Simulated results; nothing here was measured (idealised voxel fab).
The following process module bears the name voxel wiring stack.
Shown is cross-section cut, with a width of 145 nm and square cells of size 5 nm.
We lay out every cross-section as a grid of square cells and spell it out in bands from the top down, where one band means one or more rows of cells.
This entry defines a band. It first specifies the height of the band's top and the height of its bottom in nm, and then specifies the band's materials from left to right, stating each material with its width in nm. The word "throughout" identifies a single material that fills the band from edge to edge, while the word "air" identifies empty space.
Basically, 0 is our baseline, since under it the wafer straight out of the box is all one material. The bottom band has no lower end and keeps on going down, so it looks like "0 -> down".
Read "30->40" as a graded width: first number on top, second number at the bottom, same change between each pair of neighbouring rows.
A step reported as "nothing different" is a step in which no cell of the cross-section changed.
"Closed cavities" - sealed voids, min. 8 cells, no opening to top; format: width x height at distance (distance from left edge; nm throughout).
It should be noted that, on the line of a given step, the content following the step's settings is a remark produced by the simulator itself with respect to that step.
"overlay nm" on a masked step: distance the mask lay right of its planned place, negative for left.
## So here's the lineup of process steps we planned
1) RECEIVE: material Si
2) CONFORMAL_DEP: material SiO2, thk nm 10
3) DIRECTIONAL_DEP: material TiN, thk nm 5
4) DIRECTIONAL_DEP: material W, thk nm 15
5) DIRECTIONAL_DEP: material aC, thk nm 15
6) PATTERN: tone cover, mask id METAL_1, material resist, width nm 25, pitch nm 55, thk nm 30, overlay nm 0
7) DIRECTIONAL_ETCH: etch materials aC, depth nm 15
8) STRIP: etch materials resist
9) DIRECTIONAL_ETCH: etch materials W, depth nm 15
10) DIRECTIONAL_ETCH: etch materials TiN, depth nm 5
11) STRIP: etch materials aC
12) CONFORMAL_DEP: material SiCN, thk nm 5
13) FILL_DEP: material SiO2, thk nm 5
14) CMP: height nm 30
15) CONFORMAL_DEP: material SiCN, thk nm 5
16) DIRECTIONAL_DEP: material SiO2, thk nm 35
17) MASKED_ETCH: tone open, mask id METAL_2_HOLES, width nm 15, etch materials SiO2, depth nm 35, overlay nm 0
18) PATTERN: tone open, mask id METAL_2, material resist, width nm 25, pitch nm 55, thk nm 20, overlay nm 0
19) DIRECTIONAL_ETCH: etch materials SiO2, depth nm 20
20) DIRECTIONAL_ETCH: etch materials SiCN, depth nm 5
21) STRIP: etch materials resist
22) CONFORMAL_DEP: material TiN, thk nm 5
23) FILL_DEP: material Ru, thk nm 10
24) CMP: height nm 70
25) CONFORMAL_DEP: material SiCN, thk nm 5
26) DIRECTIONAL_DEP: material SiO2, thk nm 20
27) DIRECTIONAL_DEP: material aC, thk nm 10
28) PATTERN: tone open, mask id PLUG_2, material resist, width nm 15, thk nm 25, overlay nm 0
29) DIRECTIONAL_ETCH: etch materials aC, depth nm 10
30) STRIP: etch materials resist
31) DIRECTIONAL_ETCH: etch materials SiO2, depth nm 20
32) DIRECTIONAL_ETCH: etch materials SiCN, depth nm 5
33) STRIP: etch materials aC
34) EPI: material Ru, thk nm 10
35) EPI: material Ru, thk nm 10
36) EPI: material Ru, thk nm 5
37) DIRECTIONAL_DEP: material TiN, thk nm 5
38) DIRECTIONAL_DEP: material Ru, thk nm 15
39) PATTERN: tone cover, mask id METAL_3, material resist, width nm 25, pitch nm 55, thk nm 15, overlay nm 0
40) DIRECTIONAL_ETCH: etch materials Ru, depth nm 15
41) DIRECTIONAL_ETCH: etch materials TiN, depth nm 5
42) STRIP: etch materials resist
43) FILL_DEP: material SiO2, thk nm 10
44) CMP: height nm 115
45) CONFORMAL_DEP: material SiN, thk nm 5
## Wafer as received: cross-section following step 1
    0 -> down: Si throughout
    Closed cavities: none
## Cross-sectional result after module completion. Note: starting condition and plan are unchanged from above; one processing mistake was made
    120 -> 115: SiN throughout
    115 -> 110: SiO2 (30); Ru (25); SiO2 (30); Ru (25); SiO2 (35)
    110 -> 105: SiO2 (30); TiN (25); SiO2 (30); Ru (25); SiO2 (35)
    105 -> 100: SiO2 (20); Ru (35); SiO2 (30); Ru (25); SiO2 (35)
    100 -> 95: SiO2 (20); Ru (35); SiO2 (30); TiN (25); SiO2 (35)
    95 -> 75: SiO2 (30); Ru (15); SiO2 (100)
    75 -> 70: SiCN (30); Ru (15); SiCN (100)
    70 -> 55: SiO2 (30); TiN (5); Ru (15); TiN (5); SiO2 (30); TiN (5); Ru (15); TiN (5); SiO2 (35)
    55 -> 50: SiO2 (30); TiN (5); Ru (5); TiN (15); SiO2 (30); TiN (25); SiO2 (35)
    50 -> 35: SiO2 (30); TiN (5); Ru (5); TiN (5); SiO2 (100)
    35 -> 30: SiCN (30); TiN (15); SiCN (100)
    30 -> 15: SiO2 (25); SiCN (5); W (25); SiCN (5); SiO2 (20); SiCN (5); W (25); SiCN (5); SiO2 (30)
    15 -> 10: SiCN (30); TiN (25); SiCN (30); TiN (25); SiCN (35)
    10 -> 0: SiO2 throughout
    0 -> down: Si throughout
    Closed cavities: none
Short version of what went wrong: which of the identical steps 34 and 35 was run twice cannot be determined, only that one of them was
